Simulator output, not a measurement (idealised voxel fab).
process module | voxel self aligned vias
cross-section cut | 170 nm wide | cells 5 nm
A cross-section is a grid of square cells, given in bands from the top down. A band is one or more rows of cells.
Each band's line starts with the height of the band's top and of its bottom, in nm. Then come its materials from left to right, each with its width in nm. One material with "throughout" fills the band from edge to edge. "air" is empty space.
Height 0 is the level under which the wafer as received is all one material. The lowest band goes on downwards, as in "0 down".
A width such as "30 to 40" changes by the same amount from each row of cells to the next, from the band's top row to its bottom row.
"no change" after a step means that no cell of the cross-section changed.
closed voids: empty space of 8 cells or more with no open way to the top, each as width x height at its distance from the left edge, in nm
after a step's settings: what the simulator itself notes on the step
overlay nm, on a step with a mask: how far to the right of its planned place the mask lay; to the left if negative
Each pair below shows a cross-section before one step and the cross-section after it, down to the lowest band that changed. The line under each pair gives the step between them, with its settings. The pairs can come from different runs of this module on the same starting wafer, so a pair continues from the pair above only where its "before" says so.
before
  85 to 60: resist 30 | air 40 | resist 30 | air 40 | resist 30
  60 to 50: aC throughout
  50 to 35: lowk throughout
  35 to 25: lowk 40 | SiN 5 | SiO2 10 | SiN 5 | lowk 50 | SiN 5 | SiO2 10 | SiN 5 | lowk 40
  25 to 20: lowk 40 | TiN 5 | SiO2 10 | TiN 5 | lowk 50 | TiN 5 | SiO2 10 | TiN 5 | lowk 40
  20 to 15: lowk 40 | TiN 20 | lowk 50 | TiN 20 | lowk 40
  15 to 10: SiCN throughout
  10 to 0: SiO2 throughout
  0 down: Si throughout
  closed voids: none
after
  75 to 60: resist 30 | air 40 | resist 30 | air 40 | resist 30
  60 to 50: aC 30 | air 40 | aC 30 | air 40 | aC 30
  below 50: unchanged
  closed voids: none
the step between: op DIRECTIONAL_ETCH | etch materials aC | depth nm 10
before: the cross-section after the pair above
after
  60 to 50: aC 30 | air 40 | aC 30 | air 40 | aC 30
  below 50: unchanged
  closed voids: none
the step between: op STRIP | etch materials resist
before: the cross-section after the pair above
after
  60 to 50: aC 30 | air 40 | aC 30 | air 40 | aC 30
  50 to 35: lowk 30 | air 40 | lowk 30 | air 40 | lowk 30
  below 35: unchanged
  closed voids: none
the step between: op DIRECTIONAL_ETCH | etch materials lowk | depth nm 15
before: the cross-section after the pair above
after
  60 to 50: aC 30 | air 40 | aC 30 | air 40 | aC 30
  50 to 35: lowk 30 | air 40 | lowk 30 | air 40 | lowk 30
  35 to 25: lowk 40 | air 5 | SiO2 10 | air 5 | lowk 50 | air 5 | SiO2 10 | air 5 | lowk 40
  below 25: unchanged
  closed voids: none
the step between: op DIRECTIONAL_ETCH | etch materials SiN | depth nm 10
before: the cross-section after the pair above
after
  50 to 35: lowk 30 | air 40 | lowk 30 | air 40 | lowk 30
  below 35: unchanged
  closed voids: none
the step between: op STRIP | etch materials aC
before: the cross-section after the pair above
after
  55 to 50: TiN 35 | air 30 | TiN 40 | air 30 | TiN 35
  50 to 40: lowk 30 | TiN 5 | air 30 | TiN 5 | lowk 30 | TiN 5 | air 30 | TiN 5 | lowk 30
  40 to 35: lowk 30 | TiN 40 | lowk 30 | TiN 40 | lowk 30
  35 to 20: lowk 40 | TiN 5 | SiO2 10 | TiN 5 | lowk 50 | TiN 5 | SiO2 10 | TiN 5 | lowk 40
  below 20: unchanged
  closed voids: none
the step between: op CONFORMAL_DEP | material TiN | thk nm 5
before: the cross-section after the pair above
after
  65 to 55: W throughout
  55 to 50: TiN 35 | W 30 | TiN 40 | W 30 | TiN 35
  50 to 40: lowk 30 | TiN 5 | W 30 | TiN 5 | lowk 30 | TiN 5 | W 30 | TiN 5 | lowk 30
  below 40: unchanged
  closed voids: none
the step between: op FILL_DEP | material W | thk nm 10
before: the cross-section after the pair above
after
  50 to 40: lowk 30 | TiN 5 | W 30 | TiN 5 | lowk 30 | TiN 5 | W 30 | TiN 5 | lowk 30
  below 40: unchanged
  closed voids: none
the step between: op CMP | height nm 50
before: the cross-section after the pair above
after
  55 to 50: SiCN throughout
  below 50: unchanged
  closed voids: none
the step between: op CONFORMAL_DEP | material SiCN | thk nm 5
before
  35 to 15: lowk throughout
  15 to 10: SiCN throughout
  10 to 0: SiO2 throughout
  0 down: Si throughout
  closed voids: none
after
  35 to 15: air 40 | lowk 20 | air 50 | lowk 20 | air 40
  below 15: unchanged
  closed voids: none
the step between: op MASKED_ETCH | tone cover | mask id LINES | width nm 20 | pitch nm 70 | etch materials lowk | depth nm 20 | overlay nm 0
before: the cross-section after the pair above
after
  40 to 35: air 35 | TiN 30 | air 40 | TiN 30 | air 35
  35 to 20: air 35 | TiN 5 | lowk 20 | TiN 5 | air 40 | TiN 5 | lowk 20 | TiN 5 | air 35
  20 to 15: TiN 40 | lowk 20 | TiN 50 | lowk 20 | TiN 40
  below 15: unchanged
  closed voids: none
the step between: op CONFORMAL_DEP | material TiN | thk nm 5
before: the cross-section after the pair above
after
  45 to 40: Ru throughout
  40 to 35: Ru 35 | TiN 30 | Ru 40 | TiN 30 | Ru 35
  35 to 20: Ru 35 | TiN 5 | lowk 20 | TiN 5 | Ru 40 | TiN 5 | lowk 20 | TiN 5 | Ru 35
  below 20: unchanged
  closed voids: none
the step between: op FILL_DEP | material Ru | thk nm 5
before: the cross-section after the pair above
after
  35 to 20: Ru 35 | TiN 5 | lowk 20 | TiN 5 | Ru 40 | TiN 5 | lowk 20 | TiN 5 | Ru 35
  below 20: unchanged
  closed voids: none
the step between: op CMP | height nm 35
before: the cross-section after the pair above
after
  35 to 25: air 40 | lowk 20 | air 50 | lowk 20 | air 40
  below 25: unchanged
  closed voids: none
the step between: op SELECTIVE_ETCH | etch materials W Ru TiN | depth nm 10
before: the cross-section after the pair above
after
  45 to 35: SiN throughout
  35 to 25: SiN 40 | lowk 20 | SiN 50 | lowk 20 | SiN 40
  below 25: unchanged
  closed voids: none
the step between: op FILL_DEP | material SiN | thk nm 10
before: the cross-section after the pair above
after
  35 to 25: SiN 40 | lowk 20 | SiN 50 | lowk 20 | SiN 40
  below 25: unchanged
  closed voids: none
the step between: op CMP | height nm 35
before: the cross-section after the pair above
after
  50 to 35: lowk throughout
  below 35: unchanged
  closed voids: none
the step between: op DIRECTIONAL_DEP | material lowk | thk nm 15
before: the cross-section after the pair above
after
  60 to 50: aC throughout
  below 50: unchanged
  closed voids: none
the step between: op DIRECTIONAL_DEP | material aC | thk nm 10
before: the cross-section after the pair above
after
  85 to 60: resist 30 | air 40 | resist 30 | air 40 | resist 30
  below 60: unchanged
  closed voids: none
the step between: op PATTERN | tone open | mask id VIAS | material resist | width nm 40 | pitch nm 70 | thk nm 25 | overlay nm 0
before: the cross-section after the pair above
after
  75 to 60: resist 30 | air 40 | resist 30 | air 40 | resist 30
  60 to 50: aC 30 | air 40 | aC 30 | air 40 | aC 30
  below 50: unchanged
  closed voids: none
the step between: op DIRECTIONAL_ETCH | etch materials aC | depth nm 10
before: the cross-section after the pair above
after
  60 to 50: aC 30 | air 40 | aC 30 | air 40 | aC 30
  below 50: unchanged
  closed voids: none
the step between: op STRIP | etch materials resist
before: the cross-section after the pair above
after
  60 to 50: aC 30 | air 40 | aC 30 | air 40 | aC 30
  50 to 35: lowk 30 | air 40 | lowk 30 | air 40 | lowk 30
  below 35: unchanged
  closed voids: none
the step between: op DIRECTIONAL_ETCH | etch materials lowk | depth nm 15
before: the cross-section after the pair above
after
  60 to 50: aC 30 | air 40 | aC 30 | air 40 | aC 30
  50 to 35: lowk 30 | air 40 | lowk 30 | air 40 | lowk 30
  35 to 25: SiN 30 | air 10 | lowk 20 | air 10 | SiN 30 | air 10 | lowk 20 | air 10 | SiN 30
  below 25: unchanged
  closed voids: none
the step between: op DIRECTIONAL_ETCH | etch materials SiN | depth nm 10
before: the cross-section after the pair above
after
  50 to 35: lowk 30 | air 40 | lowk 30 | air 40 | lowk 30
  below 35: unchanged
  closed voids: none
the step between: op STRIP | etch materials aC
before: the cross-section after the pair above
after
  55 to 50: TiN 35 | air 30 | TiN 40 | air 30 | TiN 35
  50 to 40: lowk 30 | TiN 5 | air 30 | TiN 5 | lowk 30 | TiN 5 | air 30 | TiN 5 | lowk 30
  40 to 35: lowk 30 | TiN 40 | lowk 30 | TiN 40 | lowk 30
  35 to 25: SiN 30 | TiN 10 | lowk 20 | TiN 10 | SiN 30 | TiN 10 | lowk 20 | TiN 10 | SiN 30
  below 25: unchanged
  closed voids: none
the step between: op CONFORMAL_DEP | material TiN | thk nm 5
before: the cross-section after the pair above
after
  65 to 55: W throughout
  55 to 50: TiN 35 | W 30 | TiN 40 | W 30 | TiN 35
  50 to 40: lowk 30 | TiN 5 | W 30 | TiN 5 | lowk 30 | TiN 5 | W 30 | TiN 5 | lowk 30
  below 40: unchanged
  closed voids: none
the step between: op FILL_DEP | material W | thk nm 10
before: the cross-section after the pair above
after
  50 to 40: lowk 30 | TiN 5 | W 30 | TiN 5 | lowk 30 | TiN 5 | W 30 | TiN 5 | lowk 30
  below 40: unchanged
  closed voids: none
the step between: op CMP | height nm 50
before: the cross-section after the pair above
after
  55 to 50: SiCN throughout
  below 50: unchanged
  closed voids: none
the step between: op CONFORMAL_DEP | material SiCN | thk nm 5
